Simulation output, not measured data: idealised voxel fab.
process module | voxel self aligned vias
cross-section cut | 255 nm wide | cells 5 nm
A cross-section is a grid of square cells, given in bands from the top down. A band is one or more rows of cells.
Each band's line starts with the height of the band's top and of its bottom, in nm. Then come its materials from left to right, each with its width in nm. One material with "throughout" fills the band from edge to edge. "air" is empty space.
Height 0 is the level under which the wafer as received is all one material. The lowest band goes on downwards, as in "0 down".
A width such as "30 to 40" changes by the same amount from each row of cells to the next, from the band's top row to its bottom row.
"no change" after a step means that no cell of the cross-section changed.
closed voids: empty space of 8 cells or more with no open way to the top, each as width x height at its distance from the left edge, in nm
after a step's settings: what the simulator itself notes on the step
overlay nm, on a step with a mask: how far to the right of its planned place the mask lay; to the left if negative
Each pair below shows a cross-section before one step and the cross-section after it, down to the lowest band that changed. The line under each pair gives the step between them, with its settings. The pairs can come from different runs of this module on the same starting wafer, so a pair continues from the pair above only where its "before" says so.
before
  0 down: Si throughout
  closed voids: none
after
  15 to 0: SiO2 throughout
  below 0: unchanged
  closed voids: none
the step between: op CONFORMAL_DEP | material SiO2 | thk nm 15
before: the cross-section after the pair above
after
  20 to 15: SiCN throughout
  below 15: unchanged
  closed voids: none
the step between: op CONFORMAL_DEP | material SiCN | thk nm 5
before: the cross-section after the pair above
after
  40 to 20: SiO2 throughout
  below 20: unchanged
  closed voids: none
the step between: op DIRECTIONAL_DEP | material SiO2 | thk nm 20
before: the cross-section after the pair above
after
  60 to 40: resist 70 | air 30 | resist 50 | air 30 | resist 75
  below 40: unchanged
  closed voids: none
the step between: op PATTERN | tone open | mask id LINES | material resist | width nm 30 | pitch nm 80 | thk nm 20 | overlay nm 0
before: the cross-section after the pair above
after
  60 to 40: resist 70 | air 30 | resist 50 | air 30 | resist 75
  40 to 20: SiO2 70 | air 30 | SiO2 50 | air 30 | SiO2 75
  below 20: unchanged
  closed voids: none
the step between: op DIRECTIONAL_ETCH | etch materials SiO2 | depth nm 20
before: the cross-section after the pair above
after
  40 to 20: SiO2 70 | air 30 | SiO2 50 | air 30 | SiO2 75
  below 20: unchanged
  closed voids: none
the step between: op STRIP | etch materials resist
before: the cross-section after the pair above
after
  45 to 40: TiN 75 | air 20 | TiN 60 | air 20 | TiN 80
  40 to 25: SiO2 70 | TiN 5 | air 20 | TiN 5 | SiO2 50 | TiN 5 | air 20 | TiN 5 | SiO2 75
  25 to 20: SiO2 70 | TiN 30 | SiO2 50 | TiN 30 | SiO2 75
  below 20: unchanged
  closed voids: none
the step between: op CONFORMAL_DEP | material TiN | thk nm 5
before: the cross-section after the pair above
after
  55 to 45: W throughout
  45 to 40: TiN 75 | W 20 | TiN 60 | W 20 | TiN 80
  40 to 25: SiO2 70 | TiN 5 | W 20 | TiN 5 | SiO2 50 | TiN 5 | W 20 | TiN 5 | SiO2 75
  below 25: unchanged
  closed voids: none
the step between: op FILL_DEP | material W | thk nm 10
before: the cross-section after the pair above
after
  40 to 25: SiO2 70 | TiN 5 | W 20 | TiN 5 | SiO2 50 | TiN 5 | W 20 | TiN 5 | SiO2 75
  below 25: unchanged
  closed voids: none
the step between: op CMP | height nm 40
before: the cross-section after the pair above
after
  40 to 35: SiO2 70 | air 30 | SiO2 50 | air 30 | SiO2 75
  below 35: unchanged
  closed voids: none
the step between: op SELECTIVE_ETCH | etch materials W Ru TiN | depth nm 5
before: the cross-section after the pair above
after
  50 to 40: SiN throughout
  40 to 35: SiO2 70 | SiN 30 | SiO2 50 | SiN 30 | SiO2 75
  below 35: unchanged
  closed voids: none
the step between: op FILL_DEP | material SiN | thk nm 10
before: the cross-section after the pair above
after
  40 to 35: SiO2 70 | SiN 30 | SiO2 50 | SiN 30 | SiO2 75
  below 35: unchanged
  closed voids: none
the step between: op CMP | height nm 40
before: the cross-section after the pair above
after
  60 to 40: SiO2 throughout
  below 40: unchanged
  closed voids: none
the step between: op DIRECTIONAL_DEP | material SiO2 | thk nm 20
before: the cross-section after the pair above
after
  75 to 60: aC throughout
  below 60: unchanged
  closed voids: none
the step between: op DIRECTIONAL_DEP | material aC | thk nm 15
before: the cross-section after the pair above
after
  105 to 75: resist 60 | air 50 | resist 145
  below 75: unchanged
  closed voids: none
the step between: op PATTERN | tone open | mask id VIAS | material resist | width nm 50 | thk nm 30 | overlay nm 0
before: the cross-section after the pair above
after
  90 to 75: resist 60 | air 50 | resist 145
  75 to 60: aC 60 | air 50 | aC 145
  below 60: unchanged
  closed voids: none
the step between: op DIRECTIONAL_ETCH | etch materials aC | depth nm 15
before: the cross-section after the pair above
after
  75 to 60: aC 60 | air 50 | aC 145
  below 60: unchanged
  closed voids: none
the step between: op STRIP | etch materials resist
before: the cross-section after the pair above
after
  75 to 60: aC 60 | air 50 | aC 145
  60 to 40: SiO2 60 | air 50 | SiO2 145
  below 40: unchanged
  closed voids: none
the step between: op DIRECTIONAL_ETCH | etch materials SiO2 | depth nm 20
before: the cross-section after the pair above
after
  75 to 60: aC 60 | air 50 | aC 145
  60 to 40: SiO2 60 | air 50 | SiO2 145
  40 to 35: SiO2 70 | air 30 | SiO2 50 | SiN 30 | SiO2 75
  below 35: unchanged
  closed voids: none
the step between: op DIRECTIONAL_ETCH | etch materials SiN | depth nm 5
before: the cross-section after the pair above
after
  60 to 40: SiO2 60 | air 50 | SiO2 145
  below 40: unchanged
  closed voids: none
the step between: op STRIP | etch materials aC
before: the cross-section after the pair above
after
  65 to 60: TiN 65 | air 40 | TiN 150
  60 to 45: SiO2 60 | TiN 5 | air 40 | TiN 5 | SiO2 145
  45 to 40: SiO2 60 | TiN 15 | air 20 | TiN 15 | SiO2 145
  40 to 35: SiO2 70 | TiN 30 | SiO2 50 | SiN 30 | SiO2 75
  below 35: unchanged
  closed voids: none
the step between: op CONFORMAL_DEP | material TiN | thk nm 5
before: the cross-section after the pair above
after
  70 to 65: Cu throughout
  65 to 60: TiN 65 | Cu 40 | TiN 150
  60 to 45: SiO2 60 | TiN 5 | Cu 40 | TiN 5 | SiO2 145
  45 to 40: SiO2 60 | TiN 15 | Cu 20 | TiN 15 | SiO2 145
  below 40: unchanged
  closed voids: none
the step between: op FILL_DEP | material Cu | thk nm 5
before: the cross-section after the pair above
after
  60 to 45: SiO2 60 | TiN 5 | Cu 40 | TiN 5 | SiO2 145
  below 45: unchanged
  closed voids: none
the step between: op CMP | height nm 60
before: the cross-section after the pair above
after
  65 to 60: SiN throughout
  below 60: unchanged
  closed voids: none
the step between: op CONFORMAL_DEP | material SiN | thk nm 5
before
  15 to 0: SiO2 throughout
  0 down: Si throughout
  closed voids: none
after
  35 to 0: SiO2 throughout
  below 0: unchanged
  closed voids: none
the step between: op DIRECTIONAL_DEP | material SiO2 | thk nm 20
before: the cross-section after the pair above
after
  55 to 35: resist 70 | air 30 | resist 50 | air 30 | resist 75
  below 35: unchanged
  closed voids: none
the step between: op PATTERN | tone open | mask id LINES | material resist | width nm 30 | pitch nm 80 | thk nm 20 | overlay nm 0
before: the cross-section after the pair above
after
  55 to 35: resist 70 | air 30 | resist 50 | air 30 | resist 75
  35 to 15: SiO2 70 | air 30 | SiO2 50 | air 30 | SiO2 75
  below 15: unchanged
  closed voids: none
the step between: op DIRECTIONAL_ETCH | etch materials SiO2 | depth nm 20
before: the cross-section after the pair above
after
  35 to 15: SiO2 70 | air 30 | SiO2 50 | air 30 | SiO2 75
  below 15: unchanged
  closed voids: none
the step between: op STRIP | etch materials resist
before: the cross-section after the pair above
after
  40 to 35: TiN 75 | air 20 | TiN 60 | air 20 | TiN 80
  35 to 20: SiO2 70 | TiN 5 | air 20 | TiN 5 | SiO2 50 | TiN 5 | air 20 | TiN 5 | SiO2 75
  20 to 15: SiO2 70 | TiN 30 | SiO2 50 | TiN 30 | SiO2 75
  below 15: unchanged
  closed voids: none
the step between: op CONFORMAL_DEP | material TiN | thk nm 5
before: the cross-section after the pair above
after
  50 to 40: W throughout
  40 to 35: TiN 75 | W 20 | TiN 60 | W 20 | TiN 80
  35 to 20: SiO2 70 | TiN 5 | W 20 | TiN 5 | SiO2 50 | TiN 5 | W 20 | TiN 5 | SiO2 75
  below 20: unchanged
  closed voids: none
the step between: op FILL_DEP | material W | thk nm 10
before: the cross-section after the pair above
after
  40 to 35: TiN 75 | W 20 | TiN 60 | W 20 | TiN 80
  below 35: unchanged
  closed voids: none
the step between: op CMP | height nm 40
before: the cross-section after the pair above
after
  35 to 20: SiO2 70 | TiN 5 | W 20 | TiN 5 | SiO2 50 | TiN 5 | W 20 | TiN 5 | SiO2 75
  below 20: unchanged
  closed voids: none
the step between: op SELECTIVE_ETCH | etch materials W Ru TiN | depth nm 5
before: the cross-section after the pair above
after
  45 to 35: SiN throughout
  below 35: unchanged
  closed voids: none
the step between: op FILL_DEP | material SiN | thk nm 10
before: the cross-section after the pair above
after
  40 to 35: SiN throughout
  below 35: unchanged
  closed voids: none
the step between: op CMP | height nm 40
before: the cross-section after the pair above
after
  60 to 40: SiO2 throughout
  below 40: unchanged
  closed voids: none
the step between: op DIRECTIONAL_DEP | material SiO2 | thk nm 20
before: the cross-section after the pair above
after
  75 to 60: aC throughout
  below 60: unchanged
  closed voids: none
the step between: op DIRECTIONAL_DEP | material aC | thk nm 15
before: the cross-section after the pair above
after
  105 to 75: resist 60 | air 50 | resist 145
  below 75: unchanged
  closed voids: none
the step between: op PATTERN | tone open | mask id VIAS | material resist | width nm 50 | thk nm 30 | overlay nm 0
before: the cross-section after the pair above
after
  90 to 75: resist 60 | air 50 | resist 145
  75 to 60: aC 60 | air 50 | aC 145
  below 60: unchanged
  closed voids: none
the step between: op DIRECTIONAL_ETCH | etch materials aC | depth nm 15
before: the cross-section after the pair above
after
  75 to 60: aC 60 | air 50 | aC 145
  below 60: unchanged
  closed voids: none
the step between: op STRIP | etch materials resist
before: the cross-section after the pair above
after
  75 to 60: aC 60 | air 50 | aC 145
  60 to 40: SiO2 60 | air 50 | SiO2 145
  below 40: unchanged
  closed voids: none
the step between: op DIRECTIONAL_ETCH | etch materials SiO2 | depth nm 20
before: the cross-section after the pair above
after
  75 to 60: aC 60 | air 50 | aC 145
  60 to 40: SiO2 60 | air 50 | SiO2 145
  40 to 35: SiN 60 | air 50 | SiN 145
  below 35: unchanged
  closed voids: none
the step between: op DIRECTIONAL_ETCH | etch materials SiN | depth nm 5
before: the cross-section after the pair above
after
  60 to 40: SiO2 60 | air 50 | SiO2 145
  below 40: unchanged
  closed voids: none
the step between: op STRIP | etch materials aC
before: the cross-section after the pair above
after
  65 to 60: TiN 65 | air 40 | TiN 150
  60 to 40: SiO2 60 | TiN 5 | air 40 | TiN 5 | SiO2 145
  40 to 35: SiN 60 | TiN 50 | SiN 145
  below 35: unchanged
  closed voids: none
the step between: op CONFORMAL_DEP | material TiN | thk nm 5
before: the cross-section after the pair above
after
  70 to 65: Cu throughout
  65 to 60: TiN 65 | Cu 40 | TiN 150
  60 to 40: SiO2 60 | TiN 5 | Cu 40 | TiN 5 | SiO2 145
  below 40: unchanged
  closed voids: none
the step between: op FILL_DEP | material Cu | thk nm 5
before: the cross-section after the pair above
after
  60 to 40: SiO2 60 | TiN 5 | Cu 40 | TiN 5 | SiO2 145
  below 40: unchanged
  closed voids: none
the step between: op CMP | height nm 60
before: the cross-section after the pair above
after
  65 to 60: SiN throughout
  below 60: unchanged
  closed voids: none
the step between: op CONFORMAL_DEP | material SiN | thk nm 5
before
  15 to 0: SiO2 throughout
  0 down: Si throughout
  closed voids: none
after
  30 to 0: SiO2 throughout
  below 0: unchanged
  closed voids: none
the step between: op CONFORMAL_DEP | material SiO2 | thk nm 15
before: the cross-section after the pair above
after
  35 to 30: SiCN throughout
  below 30: unchanged
  closed voids: none
the step between: op CONFORMAL_DEP | material SiCN | thk nm 5
before: the cross-section after the pair above
after
  55 to 35: SiO2 throughout
  below 35: unchanged
  closed voids: none
the step between: op DIRECTIONAL_DEP | material SiO2 | thk nm 20
before: the cross-section after the pair above
after
  75 to 55: resist 70 | air 30 | resist 50 | air 30 | resist 75
  below 55: unchanged
  closed voids: none
the step between: op PATTERN | tone open | mask id LINES | material resist | width nm 30 | pitch nm 80 | thk nm 20 | overlay nm 0
before: the cross-section after the pair above
after
  75 to 55: resist 70 | air 30 | resist 50 | air 30 | resist 75
  55 to 35: SiO2 70 | air 30 | SiO2 50 | air 30 | SiO2 75
  below 35: unchanged
  closed voids: none
the step between: op DIRECTIONAL_ETCH | etch materials SiO2 | depth nm 20
before: the cross-section after the pair above
after
  55 to 35: SiO2 70 | air 30 | SiO2 50 | air 30 | SiO2 75
  below 35: unchanged
  closed voids: none
the step between: op STRIP | etch materials resist
before: the cross-section after the pair above
after
  60 to 55: TiN 75 | air 20 | TiN 60 | air 20 | TiN 80
  55 to 40: SiO2 70 | TiN 5 | air 20 | TiN 5 | SiO2 50 | TiN 5 | air 20 | TiN 5 | SiO2 75
  40 to 35: SiO2 70 | TiN 30 | SiO2 50 | TiN 30 | SiO2 75
  below 35: unchanged
  closed voids: none
the step between: op CONFORMAL_DEP | material TiN | thk nm 5
before: the cross-section after the pair above
after
  70 to 60: W throughout
  60 to 55: TiN 75 | W 20 | TiN 60 | W 20 | TiN 80
  55 to 40: SiO2 70 | TiN 5 | W 20 | TiN 5 | SiO2 50 | TiN 5 | W 20 | TiN 5 | SiO2 75
  below 40: unchanged
  closed voids: none
the step between: op FILL_DEP | material W | thk nm 10
before: the cross-section after the pair above
after
  40 to 35: SiO2 70 | TiN 30 | SiO2 50 | TiN 30 | SiO2 75
  below 35: unchanged
  closed voids: none
the step between: op CMP | height nm 40
before: the cross-section after the pair above
after
  40 to 35: SiO2 70 | air 30 | SiO2 50 | air 30 | SiO2 75
  below 35: unchanged
  closed voids: none
the step between: op SELECTIVE_ETCH | etch materials W Ru TiN | depth nm 5
before: the cross-section after the pair above
after
  50 to 40: SiN throughout
  40 to 35: SiO2 70 | SiN 30 | SiO2 50 | SiN 30 | SiO2 75
  below 35: unchanged
  closed voids: none
the step between: op FILL_DEP | material SiN | thk nm 10
before: the cross-section after the pair above
after
  40 to 35: SiO2 70 | SiN 30 | SiO2 50 | SiN 30 | SiO2 75
  below 35: unchanged
  closed voids: none
the step between: op CMP | height nm 40
before: the cross-section after the pair above
after
  60 to 40: SiO2 throughout
  below 40: unchanged
  closed voids: none
the step between: op DIRECTIONAL_DEP | material SiO2 | thk nm 20
before: the cross-section after the pair above
after
  75 to 60: aC throughout
  below 60: unchanged
  closed voids: none
the step between: op DIRECTIONAL_DEP | material aC | thk nm 15
before: the cross-section after the pair above
after
  105 to 75: resist 60 | air 50 | resist 145
  below 75: unchanged
  closed voids: none
the step between: op PATTERN | tone open | mask id VIAS | material resist | width nm 50 | thk nm 30 | overlay nm 0
before: the cross-section after the pair above
after
  90 to 75: resist 60 | air 50 | resist 145
  75 to 60: aC 60 | air 50 | aC 145
  below 60: unchanged
  closed voids: none
the step between: op DIRECTIONAL_ETCH | etch materials aC | depth nm 15
before: the cross-section after the pair above
after
  75 to 60: aC 60 | air 50 | aC 145
  below 60: unchanged
  closed voids: none
the step between: op STRIP | etch materials resist
before: the cross-section after the pair above
after
  75 to 60: aC 60 | air 50 | aC 145
  60 to 40: SiO2 60 | air 50 | SiO2 145
  below 40: unchanged
  closed voids: none
the step between: op DIRECTIONAL_ETCH | etch materials SiO2 | depth nm 20
before: the cross-section after the pair above
after
  75 to 60: aC 60 | air 50 | aC 145
  60 to 40: SiO2 60 | air 50 | SiO2 145
  40 to 35: SiO2 70 | air 30 | SiO2 50 | SiN 30 | SiO2 75
  below 35: unchanged
  closed voids: none
the step between: op DIRECTIONAL_ETCH | etch materials SiN | depth nm 5
before: the cross-section after the pair above
after
  60 to 40: SiO2 60 | air 50 | SiO2 145
  below 40: unchanged
  closed voids: none
the step between: op STRIP | etch materials aC
before: the cross-section after the pair above
after
  65 to 60: TiN 65 | air 40 | TiN 150
  60 to 45: SiO2 60 | TiN 5 | air 40 | TiN 5 | SiO2 145
  45 to 40: SiO2 60 | TiN 15 | air 20 | TiN 15 | SiO2 145
  40 to 35: SiO2 70 | TiN 30 | SiO2 50 | SiN 30 | SiO2 75
  below 35: unchanged
  closed voids: none
the step between: op CONFORMAL_DEP | material TiN | thk nm 5
before: the cross-section after the pair above
after
  70 to 65: Cu throughout
  65 to 60: TiN 65 | Cu 40 | TiN 150
  60 to 45: SiO2 60 | TiN 5 | Cu 40 | TiN 5 | SiO2 145
  45 to 40: SiO2 60 | TiN 15 | Cu 20 | TiN 15 | SiO2 145
  below 40: unchanged
  closed voids: none
the step between: op FILL_DEP | material Cu | thk nm 5
before: the cross-section after the pair above
after
  60 to 45: SiO2 60 | TiN 5 | Cu 40 | TiN 5 | SiO2 145
  below 45: unchanged
  closed voids: none
the step between: op CMP | height nm 60
before: the cross-section after the pair above
after
  65 to 60: SiN throughout
  below 60: unchanged
  closed voids: none
the step between: op CONFORMAL_DEP | material SiN | thk nm 5
before
  35 to 0: SiO2 throughout
  0 down: Si throughout
  closed voids: none
after
  40 to 35: SiCN throughout
  below 35: unchanged
  closed voids: none
the step between: op CONFORMAL_DEP | material SiCN | thk nm 5
before: the cross-section after the pair above
after
  60 to 40: resist 70 | air 30 | resist 50 | air 30 | resist 75
  below 40: unchanged
  closed voids: none
the step between: op PATTERN | tone open | mask id LINES | material resist | width nm 30 | pitch nm 80 | thk nm 20 | overlay nm 0
before: the cross-section after the pair above
after
  40 to 35: SiCN throughout
  below 35: unchanged
  closed voids: none
the step between: op STRIP | etch materials resist
before: the cross-section after the pair above
after
  45 to 40: TiN throughout
  below 40: unchanged
  closed voids: none
the step between: op CONFORMAL_DEP | material TiN | thk nm 5
before: the cross-section after the pair above
after
  55 to 45: W throughout
  below 45: unchanged
  closed voids: none
the step between: op FILL_DEP | material W | thk nm 10
before: the cross-section after the pair above
after
  40 to 35: SiCN throughout
  below 35: unchanged
  closed voids: none
the step between: op CMP | height nm 40
before: the cross-section after the pair above
after
  50 to 40: SiN throughout
  below 40: unchanged
  closed voids: none
the step between: op FILL_DEP | material SiN | thk nm 10
before: the cross-section after the pair above
after
  40 to 35: SiCN throughout
  below 35: unchanged
  closed voids: none
the step between: op CMP | height nm 40
before: the cross-section after the pair above
after
  60 to 40: SiO2 throughout
  below 40: unchanged
  closed voids: none
the step between: op DIRECTIONAL_DEP | material SiO2 | thk nm 20
before: the cross-section after the pair above
after
  75 to 60: aC throughout
  below 60: unchanged
  closed voids: none
the step between: op DIRECTIONAL_DEP | material aC | thk nm 15
before: the cross-section after the pair above
after
  105 to 75: resist 60 | air 50 | resist 145
  below 75: unchanged
  closed voids: none
the step between: op PATTERN | tone open | mask id VIAS | material resist | width nm 50 | thk nm 30 | overlay nm 0
before: the cross-section after the pair above
after
  90 to 75: resist 60 | air 50 | resist 145
  75 to 60: aC 60 | air 50 | aC 145
  below 60: unchanged
  closed voids: none
the step between: op DIRECTIONAL_ETCH | etch materials aC | depth nm 15
before: the cross-section after the pair above
after
  75 to 60: aC 60 | air 50 | aC 145
  below 60: unchanged
  closed voids: none
the step between: op STRIP | etch materials resist
before: the cross-section after the pair above
after
  75 to 60: aC 60 | air 50 | aC 145
  60 to 40: SiO2 60 | air 50 | SiO2 145
  below 40: unchanged
  closed voids: none
the step between: op DIRECTIONAL_ETCH | etch materials SiO2 | depth nm 20
before: the cross-section after the pair above
after
  60 to 40: SiO2 60 | air 50 | SiO2 145
  below 40: unchanged
  closed voids: none
the step between: op STRIP | etch materials aC
before: the cross-section after the pair above
after
  65 to 60: TiN 65 | air 40 | TiN 150
  60 to 45: SiO2 60 | TiN 5 | air 40 | TiN 5 | SiO2 145
  45 to 40: SiO2 60 | TiN 50 | SiO2 145
  below 40: unchanged
  closed voids: none
the step between: op CONFORMAL_DEP | material TiN | thk nm 5
before: the cross-section after the pair above
after
  70 to 65: Cu throughout
  65 to 60: TiN 65 | Cu 40 | TiN 150
  60 to 45: SiO2 60 | TiN 5 | Cu 40 | TiN 5 | SiO2 145
  below 45: unchanged
  closed voids: none
the step between: op FILL_DEP | material Cu | thk nm 5
before: the cross-section after the pair above
after
  60 to 45: SiO2 60 | TiN 5 | Cu 40 | TiN 5 | SiO2 145
  below 45: unchanged
  closed voids: none
the step between: op CMP | height nm 60
before: the cross-section after the pair above
after
  65 to 60: SiN throughout
  below 60: unchanged
  closed voids: none
the step between: op CONFORMAL_DEP | material SiN | thk nm 5
before
  55 to 45: W throughout
  45 to 40: TiN 75 | W 20 | TiN 60 | W 20 | TiN 80
  40 to 25: SiO2 70 | TiN 5 | W 20 | TiN 5 | SiO2 50 | TiN 5 | W 20 | TiN 5 | SiO2 75
  25 to 20: SiO2 70 | TiN 30 | SiO2 50 | TiN 30 | SiO2 75
  20 to 15: SiCN throughout
  15 to 0: SiO2 throughout
  0 down: Si throughout
  closed voids: none
after
  35 to 25: SiO2 70 | TiN 5 | W 20 | TiN 5 | SiO2 50 | TiN 5 | W 20 | TiN 5 | SiO2 75
  below 25: unchanged
  closed voids: none
the step between: op CMP | height nm 35
before: the cross-section after the pair above
after
  35 to 30: SiO2 70 | air 30 | SiO2 50 | air 30 | SiO2 75
  below 30: unchanged
  closed voids: none
the step between: op SELECTIVE_ETCH | etch materials W Ru TiN | depth nm 5
before: the cross-section after the pair above
after
  45 to 35: SiN throughout
  35 to 30: SiO2 70 | SiN 30 | SiO2 50 | SiN 30 | SiO2 75
  below 30: unchanged
  closed voids: none
the step between: op FILL_DEP | material SiN | thk nm 10
before: the cross-section after the pair above
after
  40 to 35: SiN throughout
  below 35: unchanged
  closed voids: none
the step between: op CMP | height nm 40
before: the cross-section after the pair above
after
  60 to 40: SiO2 throughout
  below 40: unchanged
  closed voids: none
the step between: op DIRECTIONAL_DEP | material SiO2 | thk nm 20
before: the cross-section after the pair above
after
  75 to 60: aC throughout
  below 60: unchanged
  closed voids: none
the step between: op DIRECTIONAL_DEP | material aC | thk nm 15
before: the cross-section after the pair above
after
  105 to 75: resist 60 | air 50 | resist 145
  below 75: unchanged
  closed voids: none
the step between: op PATTERN | tone open | mask id VIAS | material resist | width nm 50 | thk nm 30 | overlay nm 0
before: the cross-section after the pair above
after
  90 to 75: resist 60 | air 50 | resist 145
  75 to 60: aC 60 | air 50 | aC 145
  below 60: unchanged
  closed voids: none
the step between: op DIRECTIONAL_ETCH | etch materials aC | depth nm 15
before: the cross-section after the pair above
after
  75 to 60: aC 60 | air 50 | aC 145
  below 60: unchanged
  closed voids: none
the step between: op STRIP | etch materials resist
before: the cross-section after the pair above
after
  75 to 60: aC 60 | air 50 | aC 145
  60 to 40: SiO2 60 | air 50 | SiO2 145
  below 40: unchanged
  closed voids: none
the step between: op DIRECTIONAL_ETCH | etch materials SiO2 | depth nm 20
before: the cross-section after the pair above
after
  75 to 60: aC 60 | air 50 | aC 145
  60 to 40: SiO2 60 | air 50 | SiO2 145
  40 to 35: SiN 60 | air 50 | SiN 145
  below 35: unchanged
  closed voids: none
the step between: op DIRECTIONAL_ETCH | etch materials SiN | depth nm 5
before: the cross-section after the pair above
after
  60 to 40: SiO2 60 | air 50 | SiO2 145
  below 40: unchanged
  closed voids: none
the step between: op STRIP | etch materials aC
before: the cross-section after the pair above
after
  65 to 60: TiN 65 | air 40 | TiN 150
  60 to 40: SiO2 60 | TiN 5 | air 40 | TiN 5 | SiO2 145
  40 to 35: SiN 60 | TiN 50 | SiN 145
  below 35: unchanged
  closed voids: none
the step between: op CONFORMAL_DEP | material TiN | thk nm 5
before: the cross-section after the pair above
after
  70 to 65: Cu throughout
  65 to 60: TiN 65 | Cu 40 | TiN 150
  60 to 40: SiO2 60 | TiN 5 | Cu 40 | TiN 5 | SiO2 145
  below 40: unchanged
  closed voids: none
the step between: op FILL_DEP | material Cu | thk nm 5
before: the cross-section after the pair above
after
  60 to 40: SiO2 60 | TiN 5 | Cu 40 | TiN 5 | SiO2 145
  below 40: unchanged
  closed voids: none
the step between: op CMP | height nm 60
before: the cross-section after the pair above
after
  65 to 60: SiN throughout
  below 60: unchanged
  closed voids: none
the step between: op CONFORMAL_DEP | material SiN | thk nm 5
before
  75 to 60: aC throughout
  60 to 40: SiO2 throughout
  40 to 35: SiO2 70 | SiN 30 | SiO2 50 | SiN 30 | SiO2 75
  35 to 25: SiO2 70 | TiN 5 | W 20 | TiN 5 | SiO2 50 | TiN 5 | W 20 | TiN 5 | SiO2 75
  25 to 20: SiO2 70 | TiN 30 | SiO2 50 | TiN 30 | SiO2 75
  20 to 15: SiCN throughout
  15 to 0: SiO2 throughout
  0 down: Si throughout
  closed voids: none
after
  105 to 75: resist 65 | air 40 | resist 150
  below 75: unchanged
  closed voids: none
the step between: op PATTERN | tone open | mask id VIAS | material resist | width nm 40 | thk nm 30 | overlay nm 0
before: the cross-section after the pair above
after
  90 to 75: resist 65 | air 40 | resist 150
  75 to 60: aC 65 | air 40 | aC 150
  below 60: unchanged
  closed voids: none
the step between: op DIRECTIONAL_ETCH | etch materials aC | depth nm 15
before: the cross-section after the pair above
after
  75 to 60: aC 65 | air 40 | aC 150
  below 60: unchanged
  closed voids: none
the step between: op STRIP | etch materials resist
before: the cross-section after the pair above
after
  75 to 60: aC 65 | air 40 | aC 150
  60 to 40: SiO2 65 | air 40 | SiO2 150
  below 40: unchanged
  closed voids: none
the step between: op DIRECTIONAL_ETCH | etch materials SiO2 | depth nm 20
before: the cross-section after the pair above
after
  75 to 60: aC 65 | air 40 | aC 150
  60 to 40: SiO2 65 | air 40 | SiO2 150
  40 to 35: SiO2 70 | air 30 | SiO2 50 | SiN 30 | SiO2 75
  below 35: unchanged
  closed voids: none
the step between: op DIRECTIONAL_ETCH | etch materials SiN | depth nm 5
before: the cross-section after the pair above
after
  60 to 40: SiO2 65 | air 40 | SiO2 150
  below 40: unchanged
  closed voids: none
the step between: op STRIP | etch materials aC
before: the cross-section after the pair above
after
  65 to 60: TiN 70 | air 30 | TiN 155
  60 to 45: SiO2 65 | TiN 5 | air 30 | TiN 5 | SiO2 150
  45 to 40: SiO2 65 | TiN 10 | air 20 | TiN 10 | SiO2 150
  40 to 35: SiO2 70 | TiN 30 | SiO2 50 | SiN 30 | SiO2 75
  below 35: unchanged
  closed voids: none
the step between: op CONFORMAL_DEP | material TiN | thk nm 5
before: the cross-section after the pair above
after
  70 to 65: Cu throughout
  65 to 60: TiN 70 | Cu 30 | TiN 155
  60 to 45: SiO2 65 | TiN 5 | Cu 30 | TiN 5 | SiO2 150
  45 to 40: SiO2 65 | TiN 10 | Cu 20 | TiN 10 | SiO2 150
  below 40: unchanged
  closed voids: none
the step between: op FILL_DEP | material Cu | thk nm 5
before: the cross-section after the pair above
after
  60 to 45: SiO2 65 | TiN 5 | Cu 30 | TiN 5 | SiO2 150
  below 45: unchanged
  closed voids: none
the step between: op CMP | height nm 60
before: the cross-section after the pair above
after
  65 to 60: SiN throughout
  below 60: unchanged
  closed voids: none
the step between: op CONFORMAL_DEP | material SiN | thk nm 5
before
  75 to 60: aC throughout
  60 to 40: SiO2 throughout
  40 to 35: SiO2 70 | SiN 30 | SiO2 50 | SiN 30 | SiO2 75
  35 to 25: SiO2 70 | TiN 5 | W 20 | TiN 5 | SiO2 50 | TiN 5 | W 20 | TiN 5 | SiO2 75
  25 to 20: SiO2 70 | TiN 30 | SiO2 50 | TiN 30 | SiO2 75
  20 to 15: SiCN throughout
  15 to 0: SiO2 throughout
  0 down: Si throughout
  closed voids: none
after
  105 to 75: resist 65 | air 50 | resist 140
  below 75: unchanged
  closed voids: none
the step between: op PATTERN | tone open | mask id VIAS | material resist | width nm 50 | thk nm 30 | overlay nm 5
before: the cross-section after the pair above
after
  90 to 75: resist 65 | air 50 | resist 140
  75 to 60: aC 65 | air 50 | aC 140
  below 60: unchanged
  closed voids: none
the step between: op DIRECTIONAL_ETCH | etch materials aC | depth nm 15
before: the cross-section after the pair above
after
  75 to 60: aC 65 | air 50 | aC 140
  below 60: unchanged
  closed voids: none
the step between: op STRIP | etch materials resist
before: the cross-section after the pair above
after
  75 to 60: aC 65 | air 50 | aC 140
  60 to 40: SiO2 65 | air 50 | SiO2 140
  below 40: unchanged
  closed voids: none
the step between: op DIRECTIONAL_ETCH | etch materials SiO2 | depth nm 20
before: the cross-section after the pair above
after
  75 to 60: aC 65 | air 50 | aC 140
  60 to 40: SiO2 65 | air 50 | SiO2 140
  40 to 35: SiO2 70 | air 30 | SiO2 50 | SiN 30 | SiO2 75
  below 35: unchanged
  closed voids: none
the step between: op DIRECTIONAL_ETCH | etch materials SiN | depth nm 5
before: the cross-section after the pair above
after
  60 to 40: SiO2 65 | air 50 | SiO2 140
  below 40: unchanged
  closed voids: none
the step between: op STRIP | etch materials aC
before: the cross-section after the pair above
after
  65 to 60: TiN 70 | air 40 | TiN 145
  60 to 45: SiO2 65 | TiN 5 | air 40 | TiN 5 | SiO2 140
  45 to 40: SiO2 65 | TiN 10 | air 20 | TiN 20 | SiO2 140
  40 to 35: SiO2 70 | TiN 30 | SiO2 50 | SiN 30 | SiO2 75
  below 35: unchanged
  closed voids: none
the step between: op CONFORMAL_DEP | material TiN | thk nm 5
before: the cross-section after the pair above
after
  70 to 65: Cu throughout
  65 to 60: TiN 70 | Cu 40 | TiN 145
  60 to 45: SiO2 65 | TiN 5 | Cu 40 | TiN 5 | SiO2 140
  45 to 40: SiO2 65 | TiN 10 | Cu 20 | TiN 20 | SiO2 140
  below 40: unchanged
  closed voids: none
the step between: op FILL_DEP | material Cu | thk nm 5
before: the cross-section after the pair above
after
  60 to 45: SiO2 65 | TiN 5 | Cu 40 | TiN 5 | SiO2 140
  below 45: unchanged
  closed voids: none
the step between: op CMP | height nm 60
before: the cross-section after the pair above
after
  65 to 60: SiN throughout
  below 60: unchanged
  closed voids: none
the step between: op CONFORMAL_DEP | material SiN | thk nm 5
before
  40 to 35: SiO2 70 | SiN 30 | SiO2 50 | SiN 30 | SiO2 75
  35 to 25: SiO2 70 | TiN 5 | W 20 | TiN 5 | SiO2 50 | TiN 5 | W 20 | TiN 5 | SiO2 75
  25 to 20: SiO2 70 | TiN 30 | SiO2 50 | TiN 30 | SiO2 75
  20 to 15: SiCN throughout
  15 to 0: SiO2 throughout
  0 down: Si throughout
  closed voids: none
after
  60 to 40: Cu throughout
  below 40: unchanged
  closed voids: none
the step between: op DIRECTIONAL_DEP | material Cu | thk nm 20
